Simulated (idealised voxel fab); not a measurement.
Module name: voxel capacitor over wiring (process module)
FYI the section here is cut, 155 nm wide, cells are 5 nm squares.
The cross-sections in this document take the form of a grid made of square cells. They are written out as bands, in order from top to bottom. Each band consists of one or more rows of cells. Band: top and bottom heights (nm) first, top before bottom; then materials from left to right, widths in nm. "full width" marks a sole material filling the band edge to edge. "air" denotes empty space. The reference from which all heights are counted is 0, the level beneath which the as-received wafer is entirely one material; the lowest band, having no lower bound, proceeds downward and is written after the example "z 0 and below". Width: "30->40" (first number = top row, second number = bottom row, same change from row to row of cells). For the purposes of this document, the phrase "left unchanged" attached to a step denotes that no cell within the cross-section was modified by that step. In the "Sealed voids" entry, you get each enclosed empty space of 8 cells or more, one with no open way to the top, written width x height at distance, distance from the left edge, in nm. That trailing text on a step's line, after the settings, is the simulator's own remark on the step. overlay nm: for a step with a mask, the amount by which the mask lay right of where it was planned; a negative amount means left of it.

# The following list gives the planned process steps
1 RECEIVE, material Si
2 CONFORMAL_DEP, material SiO2, thk nm 10
3 CONFORMAL_DEP, material SiCN, thk nm 5
4 DIRECTIONAL_DEP, material SiO2, thk nm 20
5 DIRECTIONAL_DEP, material aC, thk nm 15
6 PATTERN, tone open, mask id METAL_1, material resist, width nm 30, pitch nm 90, thk nm 35, overlay nm 0
7 DIRECTIONAL_ETCH, etch materials aC, depth nm 15
8 STRIP, etch materials resist
9 DIRECTIONAL_ETCH, etch materials SiO2, depth nm 20
10 DIRECTIONAL_ETCH, etch materials SiCN, depth nm 5
11 STRIP, etch materials aC
12 CONFORMAL_DEP, material TiN, thk nm 5
13 FILL_DEP, material Ru, thk nm 10
14 CMP, height nm 35
15 CONFORMAL_DEP, material SiCN, thk nm 5
16 DIRECTIONAL_DEP, material SiO2, thk nm 20
17 PATTERN, tone open, mask id PLUG_1, material resist, width nm 15, thk nm 20, overlay nm 0
18 DIRECTIONAL_ETCH, etch materials SiO2, depth nm 20
19 DIRECTIONAL_ETCH, etch materials SiCN, depth nm 5
20 STRIP, etch materials resist
21 EPI, material Ru, thk nm 10
22 EPI, material Ru, thk nm 10
23 EPI, material Ru, thk nm 5
24 DIRECTIONAL_DEP, material TiN, thk nm 10
25 DIRECTIONAL_DEP, material Al2O3, thk nm 5
26 DIRECTIONAL_DEP, material TiN, thk nm 10
27 DIRECTIONAL_DEP, material aC, thk nm 15
28 PATTERN, tone cover, mask id UPPER_PLATE, material resist, width nm 65, thk nm 30, overlay nm 0
29 DIRECTIONAL_ETCH, etch materials aC, depth nm 15
30 STRIP, etch materials resist
31 DIRECTIONAL_ETCH, etch materials TiN, depth nm 10
32 DIRECTIONAL_ETCH, etch materials Al2O3, depth nm 5
33 STRIP, etch materials aC
34 DIRECTIONAL_DEP, material aC, thk nm 10
35 PATTERN, tone cover, mask id LOWER_PLATE, material resist, width nm 75, thk nm 30, overlay nm 0
36 DIRECTIONAL_ETCH, etch materials aC, depth nm 10
37 STRIP, etch materials resist
38 DIRECTIONAL_ETCH, etch materials TiN, depth nm 10
39 STRIP, etch materials aC
40 FILL_DEP, material SiO2, thk nm 15
41 CMP, height nm 95
42 DIRECTIONAL_DEP, material aC, thk nm 15
43 PATTERN, tone open, mask id PLUG_2, material resist, width nm 15, thk nm 35, overlay nm 0
44 DIRECTIONAL_ETCH, etch materials aC, depth nm 15
45 STRIP, etch materials resist
46 DIRECTIONAL_ETCH, etch materials SiO2, depth nm 10
47 STRIP, etch materials aC
48 CONFORMAL_DEP, material TiN, thk nm 5
49 FILL_DEP, material Ru, thk nm 10
50 CMP, height nm 95
51 CONFORMAL_DEP, material SiN, thk nm 5

# Cross-section of the wafer at receipt, which is the condition after step 1
z 0 and below = Si full width
Sealed voids: none

# The first of the two wafers as seen in cross-section once the module was finished; processing followed the plan
z 100 to 95 = SiN full width
z 95 to 90 = SiO2 (40) / TiN (5) / Ru (5) / TiN (5) / SiO2 (100)
z 90 to 85 = SiO2 (40) / TiN (15) / SiO2 (100)
z 85 to 75 = SiO2 (30) / TiN (65) / SiO2 (60)
z 75 to 70 = SiO2 (30) / Al2O3 (65) / SiO2 (60)
z 70 to 60 = SiO2 (25) / TiN (75) / SiO2 (55)
z 60 to 40 = SiO2 (30) / Ru (15) / SiO2 (110)
z 40 to 35 = SiCN (30) / Ru (15) / SiCN (110)
z 35 to 15 = SiO2 (15) / TiN (5) / Ru (20) / TiN (5) / SiO2 (60) / TiN (5) / Ru (20) / TiN (5) / SiO2 (20)
z 15 to 10 = SiCN (15) / TiN (30) / SiCN (60) / TiN (30) / SiCN (20)
z 10 to 0 = SiO2 full width
z 0 and below = Si full width
Sealed voids: none

# Second wafer through the module, sectioned at the end: same beginning and same plan as the first wafer, with one mistake in carrying it out
z 100 to 95 = SiN full width
z 95 to 85 = SiO2 (30) / TiN (25) / SiO2 (100)
z 85 to 80 = SiO2 (30) / Al2O3 (25) / TiN (40) / SiO2 (60)
z 80 to 75 = SiO2 (25) / TiN (70) / SiO2 (60)
z 75 to 70 = SiO2 (25) / TiN (30) / Al2O3 (40) / SiO2 (60)
z 70 to 60 = SiO2 (20) / Ru (35) / TiN (45) / SiO2 (55)
z 60 to 40 = SiO2 (30) / Ru (15) / SiO2 (110)
z 40 to 35 = SiCN (30) / Ru (15) / SiCN (110)
z 35 to 15 = SiO2 (15) / TiN (5) / Ru (20) / TiN (5) / SiO2 (60) / TiN (5) / Ru (20) / TiN (5) / SiO2 (20)
z 15 to 10 = SiCN (15) / TiN (30) / SiCN (60) / TiN (30) / SiCN (20)
z 10 to 0 = SiO2 full width
z 0 and below = Si full width
Sealed voids: none
Processing error: one of the matching steps 21 and 22 was carried out twice, and there is no way to identify which
Bottom line after processing is that, in cells, the second wafer is up or down on some materials versus the first: Ru: 13 more; SiO2: 8 fewer; TiN: 5 fewer
